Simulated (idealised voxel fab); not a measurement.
process module | voxel transistor to metal
cross-section cut | 170 nm wide | cells 5 nm
A cross-section is a grid of square cells, given in bands from the top down. A band is one or more rows of cells.
Each band's line starts with the height of the band's top and of its bottom, in nm. Then come its materials from left to right, each with its width in nm. One material with "throughout" fills the band from edge to edge. "air" is empty space.
Height 0 is the level under which the wafer as received is all one material. The lowest band goes on downwards, as in "0 down".
A width such as "30 to 40" changes by the same amount from each row of cells to the next, from the band's top row to its bottom row.
"no change" after a step means that no cell of the cross-section changed.
closed voids: empty space of 8 cells or more with no open way to the top, each as width x height at its distance from the left edge, in nm
after a step's settings: what the simulator itself notes on the step
overlay nm, on a step with a mask: how far to the right of its planned place the mask lay; to the left if negative
plan
1 op RECEIVE | material Si
2 op CONFORMAL_DEP | material SiO2 | thk nm 5
3 op CONFORMAL_DEP | material SiN | thk nm 15
4 op DIRECTIONAL_DEP | material aC | thk nm 10
5 op PATTERN | tone cover | mask id ACTIVE | material resist | width nm 95 | thk nm 25 | overlay nm 0
6 op DIRECTIONAL_ETCH | etch materials aC | depth nm 10
7 op STRIP | etch materials resist
8 op DIRECTIONAL_ETCH | etch materials SiN | depth nm 15
9 op DIRECTIONAL_ETCH | etch materials SiO2 | depth nm 5
10 op DIRECTIONAL_ETCH | etch materials Si | depth nm 35
11 op STRIP | etch materials aC
12 op OXIDIZE | depth nm 5
13 op FILL_DEP | material SiO2 | thk nm 10
14 op CMP | height nm 20
15 op SELECTIVE_ETCH | etch materials SiO2 | depth nm 10
16 op STRIP | etch materials SiN
17 op SELECTIVE_ETCH | etch materials SiO2 | depth nm 5
18 op OXIDIZE | depth nm 5
19 op DIRECTIONAL_DEP | material polySi | thk nm 20
20 op DIRECTIONAL_DEP | material SiCN | thk nm 15
21 op MASKED_ETCH | tone cover | mask id GATE | width nm 15 | etch materials SiCN | depth nm 25 | overlay nm 0
22 op MASKED_ETCH | tone cover | mask id GATE | width nm 15 | etch materials polySi | depth nm 30 | overlay nm 0
23 op CONFORMAL_DEP | material SiN | thk nm 10
24 op DIRECTIONAL_ETCH | etch materials SiN | depth nm 10
25 op DIRECTIONAL_ETCH | etch materials SiO2 | depth nm 5
26 op DIRECTIONAL_ETCH | etch materials Si | depth nm 5
27 op EPI | material SiGe | thk nm 10
28 op FILL_DEP | material SiO2 | thk nm 10
29 op CMP | height nm 35
30 op DIRECTIONAL_DEP | material SiO2 | thk nm 15
31 op DIRECTIONAL_DEP | material aC | thk nm 15
32 op PATTERN | tone open | mask id CONTACT | material resist | width nm 15 | pitch nm 70 | thk nm 30 | overlay nm 0
33 op DIRECTIONAL_ETCH | etch materials aC | depth nm 15
34 op STRIP | etch materials resist
35 op DIRECTIONAL_ETCH | etch materials SiO2 | depth nm 50
36 op STRIP | etch materials aC
37 op CONFORMAL_DEP | material TiN | thk nm 5
38 op FILL_DEP | material Ru | thk nm 10
39 op CMP | height nm 50
40 op DIRECTIONAL_DEP | material TiN | thk nm 5
41 op DIRECTIONAL_DEP | material W | thk nm 25
42 op PATTERN | tone cover | mask id METAL_1 | material resist | width nm 15 | pitch nm 70 | thk nm 20 | overlay nm 0
43 op DIRECTIONAL_ETCH | etch materials W | depth nm 25
44 op DIRECTIONAL_ETCH | etch materials TiN | depth nm 5
45 op STRIP | etch materials resist
46 op FILL_DEP | material lowk | thk nm 10
47 op CMP | height nm 80
48 op CONFORMAL_DEP | material SiCN | thk nm 5
first wafer, as planned
as received, after step 1
  0 down: Si throughout
  closed voids: none
after step 2
  5 to 0: SiO2 throughout
  below 0: unchanged
after step 3
  20 to 5: SiN throughout
  below 5: unchanged
after step 4
  30 to 20: aC throughout
  below 20: unchanged
after step 5
  55 to 30: air 35 | resist 95 | air 40
  below 30: unchanged
after step 6
  45 to 30: air 35 | resist 95 | air 40
  30 to 20: air 35 | aC 95 | air 40
  below 20: unchanged
after step 7
  30 to 20: air 35 | aC 95 | air 40
  below 20: unchanged
after step 8
  30 to 20: air 35 | aC 95 | air 40
  20 to 5: air 35 | SiN 95 | air 40
  below 5: unchanged
after step 9
  30 to 20: air 35 | aC 95 | air 40
  20 to 5: air 35 | SiN 95 | air 40
  5 to 0: air 35 | SiO2 95 | air 40
  below 0: unchanged
after step 10
  30 to 20: air 35 | aC 95 | air 40
  20 to 5: air 35 | SiN 95 | air 40
  5 to 0: air 35 | SiO2 95 | air 40
  0 to -35: air 35 | Si 95 | air 40
  below -35: unchanged
after step 11
  20 to 5: air 35 | SiN 95 | air 40
  below 5: unchanged
after step 12
  20 to 5: air 35 | SiN 95 | air 40
  5 to 0: air 35 | SiO2 95 | air 40
  0 to -35: air 35 | SiO2 5 | Si 85 | SiO2 5 | air 40
  -35 to -40: SiO2 40 | Si 85 | SiO2 45
  below -40: unchanged
after step 13
  30 to 20: SiO2 throughout
  20 to 5: SiO2 35 | SiN 95 | SiO2 40
  5 to 0: SiO2 throughout
  0 to -40: SiO2 40 | Si 85 | SiO2 45
  below -40: unchanged
after step 14
  20 to 5: SiO2 35 | SiN 95 | SiO2 40
  below 5: unchanged
after step 15
  20 to 10: air 35 | SiN 95 | air 40
  below 10: unchanged
after step 16
  10 to 5: SiO2 35 | air 95 | SiO2 40
  below 5: unchanged
after step 17
  5 to 0: SiO2 30 | air 105 | SiO2 35
  below 0: unchanged
after step 18
  5 to 0: SiO2 30 | air 105 | SiO2 35
  0 to -5: SiO2 throughout
  below -5: unchanged
after step 19
  25 to 20: polySi 30 | air 105 | polySi 35
  20 to 5: polySi throughout
  5 to 0: SiO2 30 | polySi 105 | SiO2 35
  below 0: unchanged
after step 20
  40 to 35: SiCN 30 | air 105 | SiCN 35
  35 to 25: SiCN throughout
  25 to 20: polySi 30 | SiCN 105 | polySi 35
  below 20: unchanged
after step 21
  35 to 25: air 75 | SiCN 15 | air 80
  25 to 20: polySi 30 | air 45 | SiCN 15 | air 45 | polySi 35
  below 20: unchanged
after step 22
  35 to 20: air 75 | SiCN 15 | air 80
  20 to 5: air 75 | polySi 15 | air 80
  5 to 0: SiO2 30 | air 45 | polySi 15 | air 45 | SiO2 35
  below 0: unchanged
after step 23
  45 to 35: air 65 | SiN 35 | air 70
  35 to 20: air 65 | SiN 10 | SiCN 15 | SiN 10 | air 70
  20 to 15: air 65 | SiN 10 | polySi 15 | SiN 10 | air 70
  15 to 10: SiN 40 | air 25 | SiN 10 | polySi 15 | SiN 10 | air 25 | SiN 45
  10 to 5: SiN 75 | polySi 15 | SiN 80
  5 to 0: SiO2 30 | SiN 45 | polySi 15 | SiN 45 | SiO2 35
  below 0: unchanged
after step 24
  35 to 20: air 65 | SiN 10 | SiCN 15 | SiN 10 | air 70
  20 to 5: air 65 | SiN 10 | polySi 15 | SiN 10 | air 70
  5 to 0: SiO2 30 | SiN 10 | air 25 | SiN 10 | polySi 15 | SiN 10 | air 25 | SiN 10 | SiO2 35
  below 0: unchanged
after step 25
  35 to 20: air 65 | SiN 10 | SiCN 15 | SiN 10 | air 70
  20 to 5: air 65 | SiN 10 | polySi 15 | SiN 10 | air 70
  5 to 0: air 30 | SiN 10 | air 25 | SiN 10 | polySi 15 | SiN 10 | air 25 | SiN 10 | air 35
  0 to -5: SiO2 40 | air 25 | SiO2 35 | air 25 | SiO2 45
  below -5: unchanged
after step 26
  35 to 20: air 65 | SiN 10 | SiCN 15 | SiN 10 | air 70
  20 to 5: air 65 | SiN 10 | polySi 15 | SiN 10 | air 70
  5 to 0: air 30 | SiN 10 | air 25 | SiN 10 | polySi 15 | SiN 10 | air 25 | SiN 10 | air 35
  0 to -5: SiO2 40 | air 25 | SiO2 35 | air 25 | SiO2 45
  -5 to -10: SiO2 40 | air 25 | Si 35 | air 25 | SiO2 45
  below -10: unchanged
after step 27
  35 to 20: air 65 | SiN 10 | SiCN 15 | SiN 10 | air 70
  20 to 5: air 65 | SiN 10 | polySi 15 | SiN 10 | air 70
  5 to 0: air 30 | SiN 10 | air 15 | SiGe 10 | SiN 10 | polySi 15 | SiN 10 | SiGe 10 | air 15 | SiN 10 | air 35
  0 to -5: SiO2 40 | SiGe 25 | SiO2 35 | SiGe 25 | SiO2 45
  -5 to -10: SiO2 40 | SiGe 25 | Si 35 | SiGe 25 | SiO2 45
  below -10: unchanged
after step 28
  45 to 35: SiO2 throughout
  35 to 20: SiO2 65 | SiN 10 | SiCN 15 | SiN 10 | SiO2 70
  20 to 5: SiO2 65 | SiN 10 | polySi 15 | SiN 10 | SiO2 70
  5 to 0: SiO2 30 | SiN 10 | SiO2 15 | SiGe 10 | SiN 10 | polySi 15 | SiN 10 | SiGe 10 | SiO2 15 | SiN 10 | SiO2 35
  below 0: unchanged
after step 29
  35 to 20: SiO2 65 | SiN 10 | SiCN 15 | SiN 10 | SiO2 70
  below 20: unchanged
after step 30
  50 to 35: SiO2 throughout
  below 35: unchanged
after step 31
  65 to 50: aC throughout
  below 50: unchanged
after step 32
  95 to 65: resist 40 | air 15 | resist 55 | air 15 | resist 45
  below 65: unchanged
after step 33
  80 to 65: resist 40 | air 15 | resist 55 | air 15 | resist 45
  65 to 50: aC 40 | air 15 | aC 55 | air 15 | aC 45
  below 50: unchanged
after step 34
  65 to 50: aC 40 | air 15 | aC 55 | air 15 | aC 45
  below 50: unchanged
after step 35
  65 to 50: aC 40 | air 15 | aC 55 | air 15 | aC 45
  50 to 35: SiO2 40 | air 15 | SiO2 55 | air 15 | SiO2 45
  35 to 20: SiO2 40 | air 15 | SiO2 10 | SiN 10 | SiCN 15 | SiN 10 | SiO2 10 | air 15 | SiO2 45
  20 to 5: SiO2 40 | air 15 | SiO2 10 | SiN 10 | polySi 15 | SiN 10 | SiO2 10 | air 15 | SiO2 45
  5 to 0: SiO2 30 | SiN 10 | air 15 | SiGe 10 | SiN 10 | polySi 15 | SiN 10 | SiGe 10 | air 15 | SiN 10 | SiO2 35
  below 0: unchanged
after step 36
  50 to 35: SiO2 40 | air 15 | SiO2 55 | air 15 | SiO2 45
  below 35: unchanged
after step 37
  55 to 50: TiN 45 | air 5 | TiN 65 | air 5 | TiN 50
  50 to 35: SiO2 40 | TiN 5 | air 5 | TiN 5 | SiO2 55 | TiN 5 | air 5 | TiN 5 | SiO2 45
  35 to 20: SiO2 40 | TiN 5 | air 5 | TiN 5 | SiO2 10 | SiN 10 | SiCN 15 | SiN 10 | SiO2 10 | TiN 5 | air 5 | TiN 5 | SiO2 45
  20 to 5: SiO2 40 | TiN 5 | air 5 | TiN 5 | SiO2 10 | SiN 10 | polySi 15 | SiN 10 | SiO2 10 | TiN 5 | air 5 | TiN 5 | SiO2 45
  5 to 0: SiO2 30 | SiN 10 | TiN 15 | SiGe 10 | SiN 10 | polySi 15 | SiN 10 | SiGe 10 | TiN 15 | SiN 10 | SiO2 35
  below 0: unchanged
after step 38
  65 to 55: Ru throughout
  55 to 50: TiN 45 | Ru 5 | TiN 65 | Ru 5 | TiN 50
  50 to 35: SiO2 40 | TiN 5 | Ru 5 | TiN 5 | SiO2 55 | TiN 5 | Ru 5 | TiN 5 | SiO2 45
  35 to 20: SiO2 40 | TiN 5 | Ru 5 | TiN 5 | SiO2 10 | SiN 10 | SiCN 15 | SiN 10 | SiO2 10 | TiN 5 | Ru 5 | TiN 5 | SiO2 45
  20 to 5: SiO2 40 | TiN 5 | Ru 5 | TiN 5 | SiO2 10 | SiN 10 | polySi 15 | SiN 10 | SiO2 10 | TiN 5 | Ru 5 | TiN 5 | SiO2 45
  below 5: unchanged
after step 39
  50 to 35: SiO2 40 | TiN 5 | Ru 5 | TiN 5 | SiO2 55 | TiN 5 | Ru 5 | TiN 5 | SiO2 45
  below 35: unchanged
after step 40
  55 to 50: TiN throughout
  below 50: unchanged
after step 41
  80 to 55: W throughout
  below 55: unchanged
after step 42
  100 to 80: air 40 | resist 15 | air 55 | resist 15 | air 45
  below 80: unchanged
after step 43
  100 to 80: air 40 | resist 15 | air 55 | resist 15 | air 45
  80 to 55: air 40 | W 15 | air 55 | W 15 | air 45
  below 55: unchanged
after step 44
  100 to 80: air 40 | resist 15 | air 55 | resist 15 | air 45
  80 to 55: air 40 | W 15 | air 55 | W 15 | air 45
  55 to 50: air 40 | TiN 15 | air 55 | TiN 15 | air 45
  below 50: unchanged
after step 45
  80 to 55: air 40 | W 15 | air 55 | W 15 | air 45
  below 55: unchanged
after step 46
  90 to 80: lowk throughout
  80 to 55: lowk 40 | W 15 | lowk 55 | W 15 | lowk 45
  55 to 50: lowk 40 | TiN 15 | lowk 55 | TiN 15 | lowk 45
  below 50: unchanged
after step 47
  80 to 55: lowk 40 | W 15 | lowk 55 | W 15 | lowk 45
  below 55: unchanged
after step 48
  85 to 80: SiCN throughout
  below 80: unchanged
second wafer: like start, like plan, one mistake. Through step 21 it matches the first wafer
when step 22 should have ended
  35 to 20: air 75 | SiCN 15 | air 80
  20 to 5: air 70 | polySi 20 | air 80
  5 to 0: SiO2 30 | air 40 | polySi 20 | air 45 | SiO2 35
  below 0: unchanged
when step 23 should have ended
  45 to 35: air 65 | SiN 35 | air 70
  35 to 30: air 65 | SiN 10 | SiCN 15 | SiN 10 | air 70
  30 to 20: air 60 | SiN 15 | SiCN 15 | SiN 10 | air 70
  20 to 15: air 60 | SiN 10 | polySi 20 | SiN 10 | air 70
  15 to 10: SiN 40 | air 20 | SiN 10 | polySi 20 | SiN 10 | air 25 | SiN 45
  10 to 5: SiN 70 | polySi 20 | SiN 80
  5 to 0: SiO2 30 | SiN 40 | polySi 20 | SiN 45 | SiO2 35
  below 0: unchanged
when step 24 should have ended
  35 to 20: air 65 | SiN 10 | SiCN 15 | SiN 10 | air 70
  20 to 5: air 60 | SiN 10 | polySi 20 | SiN 10 | air 70
  5 to 0: SiO2 30 | SiN 10 | air 20 | SiN 10 | polySi 20 | SiN 10 | air 25 | SiN 10 | SiO2 35
  below 0: unchanged
when step 25 should have ended
  35 to 20: air 65 | SiN 10 | SiCN 15 | SiN 10 | air 70
  20 to 5: air 60 | SiN 10 | polySi 20 | SiN 10 | air 70
  5 to 0: air 30 | SiN 10 | air 20 | SiN 10 | polySi 20 | SiN 10 | air 25 | SiN 10 | air 35
  0 to -5: SiO2 40 | air 20 | SiO2 40 | air 25 | SiO2 45
  below -5: unchanged
when step 26 should have ended
  35 to 20: air 65 | SiN 10 | SiCN 15 | SiN 10 | air 70
  20 to 5: air 60 | SiN 10 | polySi 20 | SiN 10 | air 70
  5 to 0: air 30 | SiN 10 | air 20 | SiN 10 | polySi 20 | SiN 10 | air 25 | SiN 10 | air 35
  0 to -5: SiO2 40 | air 20 | SiO2 40 | air 25 | SiO2 45
  -5 to -10: SiO2 40 | air 20 | Si 40 | air 25 | SiO2 45
  below -10: unchanged
when step 27 should have ended
  35 to 20: air 65 | SiN 10 | SiCN 15 | SiN 10 | air 70
  20 to 5: air 60 | SiN 10 | polySi 20 | SiN 10 | air 70
  5 to 0: air 30 | SiN 10 | air 10 | SiGe 10 | SiN 10 | polySi 20 | SiN 10 | SiGe 10 | air 15 | SiN 10 | air 35
  0 to -5: SiO2 40 | SiGe 20 | SiO2 40 | SiGe 25 | SiO2 45
  -5 to -10: SiO2 40 | SiGe 20 | Si 40 | SiGe 25 | SiO2 45
  below -10: unchanged
when step 28 should have ended
  45 to 35: SiO2 throughout
  35 to 20: SiO2 65 | SiN 10 | SiCN 15 | SiN 10 | SiO2 70
  20 to 5: SiO2 60 | SiN 10 | polySi 20 | SiN 10 | SiO2 70
  5 to 0: SiO2 30 | SiN 10 | SiO2 10 | SiGe 10 | SiN 10 | polySi 20 | SiN 10 | SiGe 10 | SiO2 15 | SiN 10 | SiO2 35
  below 0: unchanged
when step 29 should have ended
  35 to 20: SiO2 65 | SiN 10 | SiCN 15 | SiN 10 | SiO2 70
  below 20: unchanged
when step 30 should have ended
  50 to 35: SiO2 throughout
  below 35: unchanged
when step 31 should have ended
  65 to 50: aC throughout
  below 50: unchanged
when step 32 should have ended
  95 to 65: resist 40 | air 15 | resist 55 | air 15 | resist 45
  below 65: unchanged
when step 33 should have ended
  80 to 65: resist 40 | air 15 | resist 55 | air 15 | resist 45
  65 to 50: aC 40 | air 15 | aC 55 | air 15 | aC 45
  below 50: unchanged
when step 34 should have ended
  65 to 50: aC 40 | air 15 | aC 55 | air 15 | aC 45
  below 50: unchanged
when step 35 should have ended
  65 to 50: aC 40 | air 15 | aC 55 | air 15 | aC 45
  50 to 35: SiO2 40 | air 15 | SiO2 55 | air 15 | SiO2 45
  35 to 20: SiO2 40 | air 15 | SiO2 10 | SiN 10 | SiCN 15 | SiN 10 | SiO2 10 | air 15 | SiO2 45
  20 to 5: SiO2 40 | air 15 | SiO2 5 | SiN 10 | polySi 20 | SiN 10 | SiO2 10 | air 15 | SiO2 45
  5 to 0: SiO2 30 | SiN 10 | air 10 | SiGe 10 | SiN 10 | polySi 20 | SiN 10 | SiGe 10 | air 15 | SiN 10 | SiO2 35
  below 0: unchanged
when step 36 should have ended
  50 to 35: SiO2 40 | air 15 | SiO2 55 | air 15 | SiO2 45
  below 35: unchanged
when step 37 should have ended
  55 to 50: TiN 45 | air 5 | TiN 65 | air 5 | TiN 50
  50 to 35: SiO2 40 | TiN 5 | air 5 | TiN 5 | SiO2 55 | TiN 5 | air 5 | TiN 5 | SiO2 45
  35 to 20: SiO2 40 | TiN 5 | air 5 | TiN 5 | SiO2 10 | SiN 10 | SiCN 15 | SiN 10 | SiO2 10 | TiN 5 | air 5 | TiN 5 | SiO2 45
  20 to 10: SiO2 40 | TiN 5 | air 5 | TiN 5 | SiO2 5 | SiN 10 | polySi 20 | SiN 10 | SiO2 10 | TiN 5 | air 5 | TiN 5 | SiO2 45
  10 to 5: SiO2 40 | TiN 15 | SiO2 5 | SiN 10 | polySi 20 | SiN 10 | SiO2 10 | TiN 5 | air 5 | TiN 5 | SiO2 45
  5 to 0: SiO2 30 | SiN 10 | TiN 10 | SiGe 10 | SiN 10 | polySi 20 | SiN 10 | SiGe 10 | TiN 15 | SiN 10 | SiO2 35
  below 0: unchanged
when step 38 should have ended
  65 to 55: Ru throughout
  55 to 50: TiN 45 | Ru 5 | TiN 65 | Ru 5 | TiN 50
  50 to 35: SiO2 40 | TiN 5 | Ru 5 | TiN 5 | SiO2 55 | TiN 5 | Ru 5 | TiN 5 | SiO2 45
  35 to 20: SiO2 40 | TiN 5 | Ru 5 | TiN 5 | SiO2 10 | SiN 10 | SiCN 15 | SiN 10 | SiO2 10 | TiN 5 | Ru 5 | TiN 5 | SiO2 45
  20 to 10: SiO2 40 | TiN 5 | Ru 5 | TiN 5 | SiO2 5 | SiN 10 | polySi 20 | SiN 10 | SiO2 10 | TiN 5 | Ru 5 | TiN 5 | SiO2 45
  10 to 5: SiO2 40 | TiN 15 | SiO2 5 | SiN 10 | polySi 20 | SiN 10 | SiO2 10 | TiN 5 | Ru 5 | TiN 5 | SiO2 45
  below 5: unchanged
when step 39 should have ended
  50 to 35: SiO2 40 | TiN 5 | Ru 5 | TiN 5 | SiO2 55 | TiN 5 | Ru 5 | TiN 5 | SiO2 45
  below 35: unchanged
when step 40 should have ended
  55 to 50: TiN throughout
  below 50: unchanged
when step 41 should have ended
  80 to 55: W throughout
  below 55: unchanged
when step 42 should have ended
  100 to 80: air 40 | resist 15 | air 55 | resist 15 | air 45
  below 80: unchanged
when step 43 should have ended
  100 to 80: air 40 | resist 15 | air 55 | resist 15 | air 45
  80 to 55: air 40 | W 15 | air 55 | W 15 | air 45
  below 55: unchanged
when step 44 should have ended
  100 to 80: air 40 | resist 15 | air 55 | resist 15 | air 45
  80 to 55: air 40 | W 15 | air 55 | W 15 | air 45
  55 to 50: air 40 | TiN 15 | air 55 | TiN 15 | air 45
  below 50: unchanged
when step 45 should have ended
  80 to 55: air 40 | W 15 | air 55 | W 15 | air 45
  below 55: unchanged
when step 46 should have ended
  90 to 80: lowk throughout
  80 to 55: lowk 40 | W 15 | lowk 55 | W 15 | lowk 45
  55 to 50: lowk 40 | TiN 15 | lowk 55 | TiN 15 | lowk 45
  below 50: unchanged
when step 47 should have ended
  80 to 55: lowk 40 | W 15 | lowk 55 | W 15 | lowk 45
  below 55: unchanged
when step 48 should have ended
  85 to 80: SiCN throughout
  below 80: unchanged
what went wrong: step 22 ran as: op MASKED_ETCH | tone cover | mask id GATE | width nm 15 | etch materials polySi | depth nm 30 | overlay nm -5
at the end the second wafer has, in cells: 1 fewer of Ru | 1 more of Si | 2 fewer of SiGe | 2 fewer of SiO2 | 4 more of polySi
